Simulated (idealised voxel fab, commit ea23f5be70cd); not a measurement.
The name of this process module is voxel capacitor over wiring.
Pictured: cross-section cut, 225 nm wide, on a grid of 5 nm square cells.
Reading order for cross-sections: top band down to bottom band. Underlying form: a grid of square cells. Band size: one or more rows of cells.
Top, bottom (nm), then materials left to right with widths (nm); lone material tagged "edge to edge" fills the whole band edge to edge; "air" = empty space.
It should be noted that heights are counted from 0, beneath which the wafer as supplied is of one material throughout, and that the lowest band possesses no lower boundary but continues downward, as written in "0..down".
Width "30->40": first value at the band's top row of cells, second value at its bottom row, equal change from row to row.
Basically "same as before" means that step didn't change any cell in the cross-section.
Empty spaces without an open route to the top, at least 8 cells in extent, make up the entry "Closed void register"; each is given as width x height at distance, where the distance is measured from the left edge, and all are in nm.
If you see something after the settings on a step's line, that's the simulator's own remark about that step.
overlay nm: on a step with a mask, how far right of its planned place the mask lay; negative means left.
How should the pairs below be read? Each gives the cross-section before one process step and the cross-section after it, the latter drawn only to the lowest band that changed; the step that lies between them, with its settings, appears under the pair. Does a pair pick up where the pair above left off? Only where its entry headed "Pre-step cross-section" says so, since pairs can come from different runs of this module on the same starting wafer.
-- Pre-step cross-section
* 90..85 = air: 60 | TiN: 5 | air: 5 | TiN: 65 | air: 90
* 85..80 = SiN: 65 | TiN: 5 | SiN: 155
* 80..75 = Ru: 65 | SiN: 5 | Ru: 155
* 75..70 = TiN: 60 | Ru: 15 | TiN: 150
* 70..65 = TiN edge to edge
* 65..60 = SiO2: 60 | TiN: 15 | SiO2: 150
* 60..45 = SiO2: 60 | Ru: 15 | SiO2: 150
* 45..40 = SiCN: 60 | Ru: 15 | SiCN: 150
* 40..35 = SiCN: 50 | Ru: 30 | SiCN: 60 | Ru: 30 | SiCN: 55
* 35..20 = SiO2: 55 | TiN: 5 | Cu: 10 | TiN: 5 | SiO2: 70 | TiN: 5 | Cu: 10 | TiN: 5 | SiO2: 60
* 20..15 = SiN: 55 | TiN: 20 | SiN: 70 | TiN: 20 | SiN: 60
* 15..0 = SiO2 edge to edge
* 0..down = Si edge to edge
* Closed void register: none
-- Step Result
* 90..85 = air: 60 | TiN: 5 | air: 5 | TiN: 65 | air: 90
* 85..80 = air: 60 | SiN: 5 | TiN: 5 | SiN: 65 | air: 90
* Nothing below the height 80 has changed.
* Closed void register: none
To go from the before cross-section above to the after cross-section, apply MASKED_ETCH, tone cover, mask id UPPER_PLATE, width nm 75, etch materials SiN, depth nm 5, overlay nm 0
Pre-step cross-section: we pick up right where the pair above leaves off, with its after cross-section.
-- Step Result
* 105..90 = air: 55 | resist: 85 | air: 85
* 90..85 = air: 55 | resist: 5 | TiN: 5 | resist: 5 | TiN: 65 | resist: 5 | air: 85
* 85..80 = air: 55 | resist: 5 | SiN: 5 | TiN: 5 | SiN: 65 | resist: 5 | air: 85
* Nothing below the height 80 has changed.
* Closed void register: none
To go from the before cross-section above to the after cross-section, apply PATTERN, tone cover, mask id LOWER_PLATE, material resist, width nm 85, thk nm 15, overlay nm 0
Pre-step cross-section: we pick up right where the pair above leaves off, with its after cross-section.
-- Step Result
* 90..85 = air: 60 | TiN: 5 | air: 5 | TiN: 65 | air: 90
* 85..80 = air: 60 | SiN: 5 | TiN: 5 | SiN: 65 | air: 90
* Nothing below the height 80 has changed.
* Closed void register: none
To go from the before cross-section above to the after cross-section, apply STRIP, etch materials resist
Pre-step cross-section: we pick up right where the pair above leaves off, with its after cross-section.
-- Step Result
* 110..90 = SiO2 edge to edge
* 90..85 = SiO2: 60 | TiN: 5 | SiO2: 5 | TiN: 65 | SiO2: 90
* 85..80 = SiO2: 60 | SiN: 5 | TiN: 5 | SiN: 65 | SiO2: 90
* Nothing below the height 80 has changed.
* Closed void register: none
To go from the before cross-section above to the after cross-section, apply FILL_DEP, material SiO2, thk nm 20
Pre-step cross-section: we pick up right where the pair above leaves off, with its after cross-section.
-- Step Result
* 100..90 = SiO2 edge to edge
* Nothing below the height 90 has changed.
* Closed void register: none
To go from the before cross-section above to the after cross-section, apply CMP, height nm 100
Pre-step cross-section: we pick up right where the pair above leaves off, with its after cross-section.
-- Step Result
* 100..90 = SiO2: 70 | air: 15 | SiO2: 140
* Nothing below the height 90 has changed.
* Closed void register: none
To go from the before cross-section above to the after cross-section, apply MASKED_ETCH, tone open, mask id PLUG_2, width nm 15, etch materials SiO2, depth nm 15, overlay nm 0
Pre-step cross-section: we pick up right where the pair above leaves off, with its after cross-section.
-- Step Result
* 105..100 = TiN: 75 | air: 5 | TiN: 145
* 100..95 = SiO2: 70 | TiN: 5 | air: 5 | TiN: 5 | SiO2: 140
* 95..90 = SiO2: 70 | TiN: 15 | SiO2: 140
* Nothing below the height 90 has changed.
* Closed void register: none
To go from the before cross-section above to the after cross-section, apply CONFORMAL_DEP, material TiN, thk nm 5
Pre-step cross-section: we pick up right where the pair above leaves off, with its after cross-section.
-- Step Result
* 110..105 = Cu edge to edge
* 105..100 = TiN: 75 | Cu: 5 | TiN: 145
* 100..95 = SiO2: 70 | TiN: 5 | Cu: 5 | TiN: 5 | SiO2: 140
* Nothing below the height 95 has changed.
* Closed void register: none
To go from the before cross-section above to the after cross-section, apply FILL_DEP, material Cu, thk nm 5
Pre-step cross-section: we pick up right where the pair above leaves off, with its after cross-section.
-- Step Result
* 100..95 = SiO2: 70 | TiN: 5 | Cu: 5 | TiN: 5 | SiO2: 140
* Nothing below the height 95 has changed.
* Closed void register: none
To go from the before cross-section above to the after cross-section, apply CMP, height nm 100
Pre-step cross-section: we pick up right where the pair above leaves off, with its after cross-section.
-- Step Result
* 105..100 = SiCN edge to edge
* Nothing below the height 100 has changed.
* Closed void register: none
To go from the before cross-section above to the after cross-section, apply CONFORMAL_DEP, material SiCN, thk nm 5
-- Pre-step cross-section
* 110..105 = Cu edge to edge
* 105..100 = TiN: 75 | Cu: 5 | TiN: 145
* 100..90 = SiO2: 70 | TiN: 5 | Cu: 5 | TiN: 5 | SiO2: 140
* 90..80 = SiO2: 70->60 | TiN: 15->75 | SiO2: 140->90
* 80..75 = SiO2: 60 | SiN: 75 | SiO2: 90
* 75..65 = SiO2: 55 | TiN: 85 | SiO2: 85
* 65..45 = SiO2: 60 | Ru: 15 | SiO2: 150
* 45..40 = SiCN: 60 | Ru: 15 | SiCN: 150
* 40..35 = SiCN: 50 | Ru: 30 | SiCN: 60 | Ru: 30 | SiCN: 55
* 35..20 = SiO2: 55 | TiN: 5 | Cu: 10 | TiN: 5 | SiO2: 70 | TiN: 5 | Cu: 10 | TiN: 5 | SiO2: 60
* 20..15 = SiN: 55 | TiN: 20 | SiN: 70 | TiN: 20 | SiN: 60
* 15..0 = SiO2 edge to edge
* 0..down = Si edge to edge
* Closed void register: none
-- Step Result
* 90..80 = SiO2: 70->60 | TiN: 15->75 | SiO2: 140->90
* Nothing below the height 80 has changed.
* Closed void register: none
To go from the before cross-section above to the after cross-section, apply CMP, height nm 90
Pre-step cross-section: we pick up right where the pair above leaves off, with its after cross-section.
-- Step Result
* 95..90 = SiCN edge to edge
* Nothing below the height 90 has changed.
* Closed void register: none
To go from the before cross-section above to the after cross-section, apply CONFORMAL_DEP, material SiCN, thk nm 5
-- Pre-step cross-section
* 85..80 = air: 60 | TiN: 75 | air: 90
* 80..75 = air: 60 | SiN: 75 | air: 90
* 75..65 = TiN edge to edge
* 65..45 = SiO2: 60 | Ru: 15 | SiO2: 150
* 45..40 = SiCN: 60 | Ru: 15 | SiCN: 150
* 40..35 = SiCN: 50 | Ru: 30 | SiCN: 60 | Ru: 30 | SiCN: 55
* 35..20 = SiO2: 55 | TiN: 5 | Cu: 10 | TiN: 5 | SiO2: 70 | TiN: 5 | Cu: 10 | TiN: 5 | SiO2: 60
* 20..15 = SiN: 55 | TiN: 20 | SiN: 70 | TiN: 20 | SiN: 60
* 15..0 = SiO2 edge to edge
* 0..down = Si edge to edge
* Closed void register: none
-- Step Result
* 100..85 = air: 60 | resist: 80 | air: 85
* 85..80 = air: 60 | TiN: 75 | resist: 5 | air: 85
* 80..75 = air: 60 | SiN: 75 | resist: 5 | air: 85
* Nothing below the height 75 has changed.
* Closed void register: none
To go from the before cross-section above to the after cross-section, apply PATTERN, tone cover, mask id LOWER_PLATE, material resist, width nm 80, thk nm 15, overlay nm 0
Pre-step cross-section: we pick up right where the pair above leaves off, with its after cross-section.
-- Step Result
* 100..85 = air: 60 | resist: 80 | air: 85
* 85..80 = air: 60 | TiN: 75 | resist: 5 | air: 85
* 80..75 = air: 60 | SiN: 75 | resist: 5 | air: 85
* 75..65 = air: 60 | TiN: 80 | air: 85
* Nothing below the height 65 has changed.
* Closed void register: none
To go from the before cross-section above to the after cross-section, apply DIRECTIONAL_ETCH, etch materials TiN, depth nm 10
Pre-step cross-section: we pick up right where the pair above leaves off, with its after cross-section.
-- Step Result
* 85..80 = air: 60 | TiN: 75 | air: 90
* 80..75 = air: 60 | SiN: 75 | air: 90
* Nothing below the height 75 has changed.
* Closed void register: none
To go from the before cross-section above to the after cross-section, apply STRIP, etch materials resist
Pre-step cross-section: we pick up right where the pair above leaves off, with its after cross-section.
-- Step Result
* 105..85 = SiO2 edge to edge
* 85..80 = SiO2: 60 | TiN: 75 | SiO2: 90
* 80..75 = SiO2: 60 | SiN: 75 | SiO2: 90
* 75..65 = SiO2: 60 | TiN: 80 | SiO2: 85
* Nothing below the height 65 has changed.
* Closed void register: none
To go from the before cross-section above to the after cross-section, apply FILL_DEP, material SiO2, thk nm 20
Pre-step cross-section: we pick up right where the pair above leaves off, with its after cross-section.
-- Step Result
* 100..85 = SiO2 edge to edge
* Nothing below the height 85 has changed.
* Closed void register: none
To go from the before cross-section above to the after cross-section, apply CMP, height nm 100
Pre-step cross-section: we pick up right where the pair above leaves off, with its after cross-section.
-- Step Result
* 100..85 = SiO2: 70 | air: 15 | SiO2: 140
* Nothing below the height 85 has changed.
* Closed void register: none
To go from the before cross-section above to the after cross-section, apply MASKED_ETCH, tone open, mask id PLUG_2, width nm 15, etch materials SiO2, depth nm 15, overlay nm 0
Pre-step cross-section: we pick up right where the pair above leaves off, with its after cross-section.
-- Step Result
* 105..100 = TiN: 75 | air: 5 | TiN: 145
* 100..90 = SiO2: 70 | TiN: 5 | air: 5 | TiN: 5 | SiO2: 140
* 90..80 = SiO2: 70->60 | TiN: 15->75 | SiO2: 140->90
* Nothing below the height 80 has changed.
* Closed void register: none
To go from the before cross-section above to the after cross-section, apply CONFORMAL_DEP, material TiN, thk nm 5
Pre-step cross-section: we pick up right where the pair above leaves off, with its after cross-section.
-- Step Result
* 110..105 = Cu edge to edge
* 105..100 = TiN: 75 | Cu: 5 | TiN: 145
* 100..90 = SiO2: 70 | TiN: 5 | Cu: 5 | TiN: 5 | SiO2: 140
* Nothing below the height 90 has changed.
* Closed void register: none
To go from the before cross-section above to the after cross-section, apply FILL_DEP, material Cu, thk nm 5
Pre-step cross-section: we pick up right where the pair above leaves off, with its after cross-section.
-- Step Result
* 100..90 = SiO2: 70 | TiN: 5 | Cu: 5 | TiN: 5 | SiO2: 140
* Nothing below the height 90 has changed.
* Closed void register: none
To go from the before cross-section above to the after cross-section, apply CMP, height nm 100
Pre-step cross-section: we pick up right where the pair above leaves off, with its after cross-section.
-- Step Result
* 105..100 = SiCN edge to edge
* Nothing below the height 100 has changed.
* Closed void register: none
To go from the before cross-section above to the after cross-section, apply CONFORMAL_DEP, material SiCN, thk nm 5
-- Pre-step cross-section
* 85..80 = air: 60 | TiN: 75 | air: 90
* 80..75 = SiN edge to edge
* 75..65 = TiN edge to edge
* 65..45 = SiO2: 60 | Ru: 15 | SiO2: 150
* 45..40 = SiCN: 60 | Ru: 15 | SiCN: 150
* 40..35 = SiCN: 50 | Ru: 30 | SiCN: 60 | Ru: 30 | SiCN: 55
* 35..20 = SiO2: 55 | TiN: 5 | Cu: 10 | TiN: 5 | SiO2: 70 | TiN: 5 | Cu: 10 | TiN: 5 | SiO2: 60
* 20..15 = SiN: 55 | TiN: 20 | SiN: 70 | TiN: 20 | SiN: 60
* 15..0 = SiO2 edge to edge
* 0..down = Si edge to edge
* Closed void register: none
-- Step Result
* 85..80 = air: 60 | TiN: 75 | air: 90
* 80..75 = air: 60 | SiN: 85 | air: 80
* Nothing below the height 75 has changed.
* Closed void register: none
To go from the before cross-section above to the after cross-section, apply MASKED_ETCH, tone cover, mask id UPPER_PLATE, width nm 75, etch materials SiN, depth nm 5, overlay nm 10
Pre-step cross-section: we pick up right where the pair above leaves off, with its after cross-section.
-- Step Result
* 100..85 = air: 55 | resist: 85 | air: 85
* 85..80 = air: 55 | resist: 5 | TiN: 75 | resist: 5 | air: 85
* 80..75 = air: 55 | resist: 5 | SiN: 85 | air: 80
* Nothing below the height 75 has changed.
* Closed void register: none
To go from the before cross-section above to the after cross-section, apply PATTERN, tone cover, mask id LOWER_PLATE, material resist, width nm 85, thk nm 15, overlay nm 0
Pre-step cross-section: we pick up right where the pair above leaves off, with its after cross-section.
-- Step Result
* 100..85 = air: 55 | resist: 85 | air: 85
* 85..80 = air: 55 | resist: 5 | TiN: 75 | resist: 5 | air: 85
* 80..75 = air: 55 | resist: 5 | SiN: 85 | air: 80
* 75..65 = air: 55 | TiN: 90 | air: 80
* Nothing below the height 65 has changed.
* Closed void register: none
To go from the before cross-section above to the after cross-section, apply DIRECTIONAL_ETCH, etch materials TiN, depth nm 10
Pre-step cross-section: we pick up right where the pair above leaves off, with its after cross-section.
-- Step Result
* 85..80 = air: 60 | TiN: 75 | air: 90
* 80..75 = air: 60 | SiN: 85 | air: 80
* Nothing below the height 75 has changed.
* Closed void register: none
To go from the before cross-section above to the after cross-section, apply STRIP, etch materials resist
Pre-step cross-section: we pick up right where the pair above leaves off, with its after cross-section.
-- Step Result
* 105..85 = SiO2 edge to edge
* 85..80 = SiO2: 60 | TiN: 75 | SiO2: 90
* 80..75 = SiO2: 60 | SiN: 85 | SiO2: 80
* 75..65 = SiO2: 55 | TiN: 90 | SiO2: 80
* Nothing below the height 65 has changed.
* Closed void register: none
To go from the before cross-section above to the after cross-section, apply FILL_DEP, material SiO2, thk nm 20
Pre-step cross-section: we pick up right where the pair above leaves off, with its after cross-section.
-- Step Result
* 100..85 = SiO2 edge to edge
* Nothing below the height 85 has changed.
* Closed void register: none
To go from the before cross-section above to the after cross-section, apply CMP, height nm 100
Pre-step cross-section: we pick up right where the pair above leaves off, with its after cross-section.
-- Step Result
* 100..85 = SiO2: 70 | air: 15 | SiO2: 140
* Nothing below the height 85 has changed.
* Closed void register: none
To go from the before cross-section above to the after cross-section, apply MASKED_ETCH, tone open, mask id PLUG_2, width nm 15, etch materials SiO2, depth nm 15, overlay nm 0
Pre-step cross-section: we pick up right where the pair above leaves off, with its after cross-section.
-- Step Result
* 105..100 = TiN: 75 | air: 5 | TiN: 145
* 100..90 = SiO2: 70 | TiN: 5 | air: 5 | TiN: 5 | SiO2: 140
* 90..80 = SiO2: 70->60 | TiN: 15->75 | SiO2: 140->90
* Nothing below the height 80 has changed.
* Closed void register: none
To go from the before cross-section above to the after cross-section, apply CONFORMAL_DEP, material TiN, thk nm 5
Pre-step cross-section: we pick up right where the pair above leaves off, with its after cross-section.
-- Step Result
* 110..105 = Cu edge to edge
* 105..100 = TiN: 75 | Cu: 5 | TiN: 145
* 100..90 = SiO2: 70 | TiN: 5 | Cu: 5 | TiN: 5 | SiO2: 140
* Nothing below the height 90 has changed.
* Closed void register: none
To go from the before cross-section above to the after cross-section, apply FILL_DEP, material Cu, thk nm 5
Pre-step cross-section: we pick up right where the pair above leaves off, with its after cross-section.
-- Step Result
* 100..90 = SiO2: 70 | TiN: 5 | Cu: 5 | TiN: 5 | SiO2: 140
* Nothing below the height 90 has changed.
* Closed void register: none
To go from the before cross-section above to the after cross-section, apply CMP, height nm 100
Pre-step cross-section: we pick up right where the pair above leaves off, with its after cross-section.
-- Step Result
* 105..100 = SiCN edge to edge
* Nothing below the height 100 has changed.
* Closed void register: none
To go from the before cross-section above to the after cross-section, apply CONFORMAL_DEP, material SiCN, thk nm 5
-- Pre-step cross-section
* 40..35 = TiN: 60 | air: 10 | TiN: 80 | air: 10 | TiN: 65
* 35..20 = SiO2: 55 | TiN: 5 | air: 10 | TiN: 5 | SiO2: 70 | TiN: 5 | air: 10 | TiN: 5 | SiO2: 60
* 20..15 = SiN: 55 | TiN: 20 | SiN: 70 | TiN: 20 | SiN: 60
* 15..0 = SiO2 edge to edge
* 0..down = Si edge to edge
* Closed void register: none
-- Step Result
* 50..40 = SiO2 edge to edge
* 40..35 = TiN: 60 | SiO2: 10 | TiN: 80 | SiO2: 10 | TiN: 65
* 35..20 = SiO2: 55 | TiN: 5 | SiO2: 10 | TiN: 5 | SiO2: 70 | TiN: 5 | SiO2: 10 | TiN: 5 | SiO2: 60
* Nothing below the height 20 has changed.
* Closed void register: none
To go from the before cross-section above to the after cross-section, apply FILL_DEP, material SiO2, thk nm 10
Pre-step cross-section: we pick up right where the pair above leaves off, with its after cross-section.
-- Step Result
* 35..20 = SiO2: 55 | TiN: 5 | SiO2: 10 | TiN: 5 | SiO2: 70 | TiN: 5 | SiO2: 10 | TiN: 5 | SiO2: 60
* Nothing below the height 20 has changed.
* Closed void register: none
To go from the before cross-section above to the after cross-section, apply CMP, height nm 35
Pre-step cross-section: we pick up right where the pair above leaves off, with its after cross-section.
-- Step Result
* 40..35 = air: 50 | Ru: 30 | air: 60 | Ru: 30 | air: 55
* Nothing below the height 35 has changed.
* Closed void register: none
To go from the before cross-section above to the after cross-section, apply EPI, material Ru, thk nm 5
Pre-step cross-section: we pick up right where the pair above leaves off, with its after cross-section.
-- Step Result
* 45..40 = SiCN edge to edge
* 40..35 = SiCN: 50 | Ru: 30 | SiCN: 60 | Ru: 30 | SiCN: 55
* Nothing below the height 35 has changed.
* Closed void register: none
To go from the before cross-section above to the after cross-section, apply FILL_DEP, material SiCN, thk nm 5
Pre-step cross-section: we pick up right where the pair above leaves off, with its after cross-section.
-- Step Result
* 65..45 = SiO2 edge to edge
* Nothing below the height 45 has changed.
* Closed void register: none
To go from the before cross-section above to the after cross-section, apply DIRECTIONAL_DEP, material SiO2, thk nm 20
Pre-step cross-section: we pick up right where the pair above leaves off, with its after cross-section.
-- Step Result
* 80..65 = resist: 60 | air: 15 | resist: 150
* Nothing below the height 65 has changed.
* Closed void register: none
To go from the before cross-section above to the after cross-section, apply PATTERN, tone open, mask id PLUG_1, material resist, width nm 15, thk nm 15, overlay nm 0
Pre-step cross-section: we pick up right where the pair above leaves off, with its after cross-section.
-- Step Result
* 80..65 = resist: 60 | air: 15 | resist: 150
* 65..45 = SiO2: 60 | air: 15 | SiO2: 150
* Nothing below the height 45 has changed.
* Closed void register: none
To go from the before cross-section above to the after cross-section, apply DIRECTIONAL_ETCH, etch materials SiO2, depth nm 20
Pre-step cross-section: we pick up right where the pair above leaves off, with its after cross-section.
-- Step Result
* 80..65 = resist: 60 | air: 15 | resist: 150
* 65..45 = SiO2: 60 | air: 15 | SiO2: 150
* 45..40 = SiCN: 60 | air: 15 | SiCN: 150
* Nothing below the height 40 has changed.
* Closed void register: none
To go from the before cross-section above to the after cross-section, apply DIRECTIONAL_ETCH, etch materials SiCN, depth nm 5
Pre-step cross-section: we pick up right where the pair above leaves off, with its after cross-section.
-- Step Result
* 65..45 = SiO2: 60 | air: 15 | SiO2: 150
* Nothing below the height 45 has changed.
* Closed void register: none
To go from the before cross-section above to the after cross-section, apply STRIP, etch materials resist
Pre-step cross-section: we pick up right where the pair above leaves off, with its after cross-section.
-- Step Result
* 65..50 = SiO2: 60 | air: 15 | SiO2: 150
* 50..45 = SiO2: 60 | Ru: 15 | SiO2: 150
* 45..40 = SiCN: 60 | Ru: 15 | SiCN: 150
* Nothing below the height 40 has changed.
* Closed void register: none
To go from the before cross-section above to the after cross-section, apply EPI, material Ru, thk nm 10
Pre-step cross-section: we pick up right where the pair above leaves off, with its after cross-section.
-- Step Result
* 65..60 = SiO2: 60 | air: 15 | SiO2: 150
* 60..45 = SiO2: 60 | Ru: 15 | SiO2: 150
* Nothing below the height 45 has changed.
* Closed void register: none
To go from the before cross-section above to the after cross-section, apply EPI, material Ru, thk nm 10
Pre-step cross-section: we pick up right where the pair above leaves off, with its after cross-section.
-- Step Result
* 65..45 = SiO2: 60 | Ru: 15 | SiO2: 150
* Nothing below the height 45 has changed.
* Closed void register: none
To go from the before cross-section above to the after cross-section, apply EPI, material Ru, thk nm 5
Pre-step cross-section: we pick up right where the pair above leaves off, with its after cross-section.
-- Step Result
* 75..65 = TiN edge to edge
* Nothing below the height 65 has changed.
* Closed void register: none
To go from the before cross-section above to the after cross-section, apply DIRECTIONAL_DEP, material TiN, thk nm 10
Pre-step cross-section: we pick up right where the pair above leaves off, with its after cross-section.
-- Step Result
* 80..75 = SiN edge to edge
* Nothing below the height 75 has changed.
* Closed void register: none
To go from the before cross-section above to the after cross-section, apply DIRECTIONAL_DEP, material SiN, thk nm 5
Pre-step cross-section: we pick up right where the pair above leaves off, with its after cross-section.
-- Step Result
* 85..80 = TiN edge to edge
* Nothing below the height 80 has changed.
* Closed void register: none
To go from the before cross-section above to the after cross-section, apply DIRECTIONAL_DEP, material TiN, thk nm 5
Pre-step cross-section: we pick up right where the pair above leaves off, with its after cross-section.
-- Step Result
* 85..80 = air: 60 | TiN: 75 | air: 90
* Nothing below the height 80 has changed.
* Closed void register: none
To go from the before cross-section above to the after cross-section, apply MASKED_ETCH, tone cover, mask id UPPER_PLATE, width nm 75, etch materials TiN, depth nm 5, overlay nm 0
Pre-step cross-section: we pick up right where the pair above leaves off, with its after cross-section.
-- Step Result
* 85..80 = air: 60 | TiN: 75 | air: 90
* 80..75 = air: 60 | SiN: 75 | air: 90
* Nothing below the height 75 has changed.
* Closed void register: none
To go from the before cross-section above to the after cross-section, apply MASKED_ETCH, tone cover, mask id UPPER_PLATE, width nm 75, etch materials SiN, depth nm 5, overlay nm 0
Pre-step cross-section: we pick up right where the pair above leaves off, with its after cross-section.
-- Step Result
* 100..85 = air: 55 | resist: 85 | air: 85
* 85..80 = air: 55 | resist: 5 | TiN: 75 | resist: 5 | air: 85
* 80..75 = air: 55 | resist: 5 | SiN: 75 | resist: 5 | air: 85
* Nothing below the height 75 has changed.
* Closed void register: none
To go from the before cross-section above to the after cross-section, apply PATTERN, tone cover, mask id LOWER_PLATE, material resist, width nm 85, thk nm 15, overlay nm 0
Pre-step cross-section: we pick up right where the pair above leaves off, with its after cross-section.
-- Step Result
* 100..85 = air: 55 | resist: 85 | air: 85
* 85..80 = air: 55 | resist: 5 | TiN: 75 | resist: 5 | air: 85
* 80..75 = air: 55 | resist: 5 | SiN: 75 | resist: 5 | air: 85
* 75..65 = air: 55 | TiN: 85 | air: 85
* Nothing below the height 65 has changed.
* Closed void register: none
To go from the before cross-section above to the after cross-section, apply DIRECTIONAL_ETCH, etch materials TiN, depth nm 10
Pre-step cross-section: we pick up right where the pair above leaves off, with its after cross-section.
-- Step Result
* 85..80 = air: 60 | TiN: 75 | air: 90
* 80..75 = air: 60 | SiN: 75 | air: 90
* Nothing below the height 75 has changed.
* Closed void register: none
To go from the before cross-section above to the after cross-section, apply STRIP, etch materials resist
Pre-step cross-section: we pick up right where the pair above leaves off, with its after cross-section.
-- Step Result
* 105..85 = SiO2 edge to edge
* 85..80 = SiO2: 60 | TiN: 75 | SiO2: 90
* 80..75 = SiO2: 60 | SiN: 75 | SiO2: 90
* 75..65 = SiO2: 55 | TiN: 85 | SiO2: 85
* Nothing below the height 65 has changed.
* Closed void register: none
To go from the before cross-section above to the after cross-section, apply FILL_DEP, material SiO2, thk nm 20
Pre-step cross-section: we pick up right where the pair above leaves off, with its after cross-section.
-- Step Result
* 100..85 = SiO2 edge to edge
* Nothing below the height 85 has changed.
* Closed void register: none
To go from the before cross-section above to the after cross-section, apply CMP, height nm 100
Pre-step cross-section: we pick up right where the pair above leaves off, with its after cross-section.
-- Step Result
* 100..85 = SiO2: 70 | air: 15 | SiO2: 140
* Nothing below the height 85 has changed.
* Closed void register: none
To go from the before cross-section above to the after cross-section, apply MASKED_ETCH, tone open, mask id PLUG_2, width nm 15, etch materials SiO2, depth nm 15, overlay nm 0
Pre-step cross-section: we pick up right where the pair above leaves off, with its after cross-section.
-- Step Result
* 105..100 = TiN: 75 | air: 5 | TiN: 145
* 100..90 = SiO2: 70 | TiN: 5 | air: 5 | TiN: 5 | SiO2: 140
* 90..80 = SiO2: 70->60 | TiN: 15->75 | SiO2: 140->90
* Nothing below the height 80 has changed.
* Closed void register: none
To go from the before cross-section above to the after cross-section, apply CONFORMAL_DEP, material TiN, thk nm 5
Pre-step cross-section: we pick up right where the pair above leaves off, with its after cross-section.
-- Step Result
* 110..105 = Cu edge to edge
* 105..100 = TiN: 75 | Cu: 5 | TiN: 145
* 100..90 = SiO2: 70 | TiN: 5 | Cu: 5 | TiN: 5 | SiO2: 140
* Nothing below the height 90 has changed.
* Closed void register: none
To go from the before cross-section above to the after cross-section, apply FILL_DEP, material Cu, thk nm 5
Pre-step cross-section: we pick up right where the pair above leaves off, with its after cross-section.
-- Step Result
* 100..90 = SiO2: 70 | TiN: 5 | Cu: 5 | TiN: 5 | SiO2: 140
* Nothing below the height 90 has changed.
* Closed void register: none
To go from the before cross-section above to the after cross-section, apply CMP, height nm 100
Pre-step cross-section: we pick up right where the pair above leaves off, with its after cross-section.
-- Step Result
* 105..100 = SiCN edge to edge
* Nothing below the height 100 has changed.
* Closed void register: none
To go from the before cross-section above to the after cross-section, apply CONFORMAL_DEP, material SiCN, thk nm 5
-- Pre-step cross-section
* 85..80 = air: 60 | TiN: 75 | air: 90
* 80..75 = air: 60 | SiN: 75 | air: 90
* 75..65 = TiN edge to edge
* 65..45 = SiO2: 60 | Ru: 15 | SiO2: 150
* 45..40 = SiCN: 60 | Ru: 15 | SiCN: 150
* 40..35 = SiCN: 50 | Ru: 30 | SiCN: 60 | Ru: 30 | SiCN: 55
* 35..20 = SiO2: 55 | TiN: 5 | Cu: 10 | TiN: 5 | SiO2: 70 | TiN: 5 | Cu: 10 | TiN: 5 | SiO2: 60
* 20..15 = SiN: 55 | TiN: 20 | SiN: 70 | TiN: 20 | SiN: 60
* 15..0 = SiO2 edge to edge
* 0..down = Si edge to edge
* Closed void register: none
-- Step Result
* 100..85 = resist: 55 | air: 85 | resist: 85
* 85..80 = resist: 55 | air: 5 | TiN: 75 | air: 5 | resist: 85
* 80..75 = resist: 55 | air: 5 | SiN: 75 | air: 5 | resist: 85
* Nothing below the height 75 has changed.
* Closed void register: none
To go from the before cross-section above to the after cross-section, apply PATTERN, tone open, mask id LOWER_PLATE, material resist, width nm 85, thk nm 15, overlay nm 0
Pre-step cross-section: we pick up right where the pair above leaves off, with its after cross-section.
-- Step Result
* 100..80 = resist: 55 | air: 85 | resist: 85
* 80..75 = resist: 55 | air: 5 | SiN: 75 | air: 5 | resist: 85
* 75..65 = TiN: 55 | air: 5 | TiN: 75 | air: 5 | TiN: 85
* Nothing below the height 65 has changed.
* Closed void register: none
To go from the before cross-section above to the after cross-section, apply DIRECTIONAL_ETCH, etch materials TiN, depth nm 10
Pre-step cross-section: we pick up right where the pair above leaves off, with its after cross-section.
-- Step Result
* 80..75 = air: 60 | SiN: 75 | air: 90
* Nothing below the height 75 has changed.
* Closed void register: none
To go from the before cross-section above to the after cross-section, apply STRIP, etch materials resist
Pre-step cross-section: we pick up right where the pair above leaves off, with its after cross-section.
-- Step Result
* 100..80 = SiO2 edge to edge
* 80..75 = SiO2: 60 | SiN: 75 | SiO2: 90
* 75..65 = TiN: 55 | SiO2: 5 | TiN: 75 | SiO2: 5 | TiN: 85
* Nothing below the height 65 has changed.
* Closed void register: none
To go from the before cross-section above to the after cross-section, apply FILL_DEP, material SiO2, thk nm 20
Pre-step cross-section: we pick up right where the pair above leaves off, with its after cross-section.
-- Step Result
* 100..85 = SiO2: 70 | air: 15 | SiO2: 140
* Nothing below the height 85 has changed.
* Closed void register: none
To go from the before cross-section above to the after cross-section, apply MASKED_ETCH, tone open, mask id PLUG_2, width nm 15, etch materials SiO2, depth nm 15, overlay nm 0
Pre-step cross-section: we pick up right where the pair above leaves off, with its after cross-section.
-- Step Result
* 105..100 = TiN: 75 | air: 5 | TiN: 145
* 100..90 = SiO2: 70 | TiN: 5 | air: 5 | TiN: 5 | SiO2: 140
* 90..85 = SiO2: 70 | TiN: 15 | SiO2: 140
* Nothing below the height 85 has changed.
* Closed void register: none
To go from the before cross-section above to the after cross-section, apply CONFORMAL_DEP, material TiN, thk nm 5
Pre-step cross-section: we pick up right where the pair above leaves off, with its after cross-section.
-- Step Result
* 110..105 = Cu edge to edge
* 105..100 = TiN: 75 | Cu: 5 | TiN: 145
* 100..90 = SiO2: 70 | TiN: 5 | Cu: 5 | TiN: 5 | SiO2: 140
* Nothing below the height 90 has changed.
* Closed void register: none
To go from the before cross-section above to the after cross-section, apply FILL_DEP, material Cu, thk nm 5
Pre-step cross-section: we pick up right where the pair above leaves off, with its after cross-section.
-- Step Result
* 100..90 = SiO2: 70 | TiN: 5 | Cu: 5 | TiN: 5 | SiO2: 140
* Nothing below the height 90 has changed.
* Closed void register: none
To go from the before cross-section above to the after cross-section, apply CMP, height nm 100
Pre-step cross-section: we pick up right where the pair above leaves off, with its after cross-section.
-- Step Result
* 105..100 = SiCN edge to edge
* Nothing below the height 100 has changed.
* Closed void register: none
To go from the before cross-section above to the after cross-section, apply CONFORMAL_DEP, material SiCN, thk nm 5
